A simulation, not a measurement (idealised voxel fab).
process module | voxel lift off
cross-section cut | 210 nm wide | cells 5 nm
A cross-section is a grid of square cells, given in bands from the top down. A band is one or more rows of cells.
Each band's line starts with the height of the band's top and of its bottom, in nm. Then come its materials from left to right, each with its width in nm. One material with "throughout" fills the band from edge to edge. "air" is empty space.
Height 0 is the level under which the wafer as received is all one material. The lowest band goes on downwards, as in "0 down".
A width such as "30 to 40" changes by the same amount from each row of cells to the next, from the band's top row to its bottom row.
"no change" after a step means that no cell of the cross-section changed.
closed voids: empty space of 8 cells or more with no open way to the top, each as width x height at its distance from the left edge, in nm
after a step's settings: what the simulator itself notes on the step
overlay nm, on a step with a mask: how far to the right of its planned place the mask lay; to the left if negative
plan
1 op RECEIVE | material Si
2 op CONFORMAL_DEP | material Al2O3 | thk nm 15
3 op PATTERN | tone open | mask id LINES | material resist | width nm 30 | pitch nm 50 | thk nm 30 | overlay nm 0
4 op DIRECTIONAL_DEP | material Ru | thk nm 5
5 op STRIP | etch materials resist
6 op CONFORMAL_DEP | material SiO2 | thk nm 10
varied across the wafers: thk nm of step 4. The plan shows the first wafer's value. All wafers start alike
first wafer as received, after step 1
  0 down: Si throughout
  closed voids: none
first wafer at the end, after step 6
  30 to 25: air 30 | SiO2 150 | air 30
  25 to 20: SiO2 throughout
  20 to 15: SiO2 40 | Ru 30 | SiO2 20 | Ru 30 | SiO2 20 | Ru 30 | SiO2 40
  15 to 0: Al2O3 throughout
  0 down: Si throughout
  closed voids: none
last wafer at the end
  50 to 40: air 30 | SiO2 150 | air 30
  40 to 25: air 30 | SiO2 10 | Ru 30 | SiO2 20 | Ru 30 | SiO2 20 | Ru 30 | SiO2 10 | air 30
  25 to 15: SiO2 40 | Ru 30 | SiO2 20 | Ru 30 | SiO2 20 | Ru 30 | SiO2 40
  15 to 0: Al2O3 throughout
  0 down: Si throughout
  closed voids: none
each wafer at the end: cells of each material gained (+) or lost (-) since it was received, then its closed voids
thk nm 5 | +126 Al2O3 | +18 Ru | +96 SiO2 | closed voids: none
thk nm 10 | +126 Al2O3 | +36 Ru | +108 SiO2 | closed voids: none
thk nm 15 | +126 Al2O3 | +54 Ru | +120 SiO2 | closed voids: none
thk nm 20 | +126 Al2O3 | +72 Ru | +132 SiO2 | closed voids: none
thk nm 25 | +126 Al2O3 | +90 Ru | +144 SiO2 | closed voids: none
